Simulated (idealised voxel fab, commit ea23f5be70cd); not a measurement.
Process module in this document: voxel air gaps
Square cell edge 5 nm, section width 215 nm, ID cut.
A cross-section is written here as square cells arranged in a grid, and it is given in bands from the top down, each band taking up one or more rows of cells. Band: top and bottom heights (nm) first, top before bottom; then materials from left to right, widths in nm. "all across" marks a sole material filling the band edge to edge. "blank" denotes empty space. Measure heights from 0. That's the level where, below it, the as-received wafer is all one material. The lowest band is bottomless and extends downward; write it as in "z 0 and below". A two-number width, for instance "30 to 40", indicates that the width is equal to the first number in the top row of the band and to the second number in the bottom row, and that it changes by a constant amount per row of cells. Reading "left unchanged" for a step: not a cell of the cross-section changed in it. What "Closed empty spaces" gives you is every empty space of 8 cells or more that is cut off from the top. Each appears as width x height at distance, with the distance taken from the left edge and width, height and distance all in nm. Text after the settings on a step's line: the simulator's own remark on that step. overlay nm, on a step with a mask: how far to the right of its planned place the mask lay; to the left if negative.
**The steps planned for the process are as follows**
1: RECEIVE: material Si
2: CONFORMAL_DEP: material SiO2, thk nm 10
3: CONFORMAL_DEP: material SiN, thk nm 5
4: DIRECTIONAL_DEP: material lowk, thk nm 35
5: DIRECTIONAL_DEP: material aC, thk nm 15
6: PATTERN: tone open, mask id LINES, material resist, width nm 15, pitch nm 45, thk nm 35, overlay nm 0
7: DIRECTIONAL_ETCH: etch materials aC, depth nm 15
8: STRIP: etch materials resist
9: DIRECTIONAL_ETCH: etch materials lowk, depth nm 35
10: STRIP: etch materials aC
11: CONFORMAL_DEP: material TiN, thk nm 5
12: FILL_DEP: material Ru, thk nm 10
13: CMP: height nm 50
14: EPI: material Ru, thk nm 10
15: SELECTIVE_ETCH: etch materials lowk, depth nm 45
16: CONFORMAL_DEP: material SiN, thk nm 5
**Cross-section: wafer on arrival = after step 1**
  z 0 and below  Si all across
  Closed empty spaces: none
**Starting structure and process plan are as shown above, but one mistake was made in running the module; the wafer cross-section at the end of the module follows**
  z 65 to 60  blank (35)  SiN (145)  blank (35)
  z 60 to 50  blank (35)  SiN (5)  Ru (135)  SiN (5)  blank (35)
  z 50 to 45  blank (35)  SiN (15)  TiN (5)  Ru (15)  TiN (5)  lowk (20)  TiN (5)  Ru (15)  TiN (5)  lowk (20)  TiN (5)  Ru (15)  TiN (5)  SiN (15)  blank (35)
  z 45 to 20  blank (45)  SiN (5)  TiN (5)  Ru (15)  TiN (5)  lowk (20)  TiN (5)  Ru (15)  TiN (5)  lowk (20)  TiN (5)  Ru (15)  TiN (5)  SiN (5)  blank (45)
  z 20 to 15  SiN (50)  TiN (25)  lowk (20)  TiN (25)  lowk (20)  TiN (25)  SiN (50)
  z 15 to 10  SiN all across
  z 10 to 0  SiO2 all across
  z 0 and below  Si all across
  Closed empty spaces: none
Deviation noted in wafer processing: it should be noted that step 6 was executed with settings other than those planned, the operation and settings actually applied being PATTERN: tone open, mask id LINES, material resist, width nm 25, pitch nm 45, thk nm 35, overlay nm 0
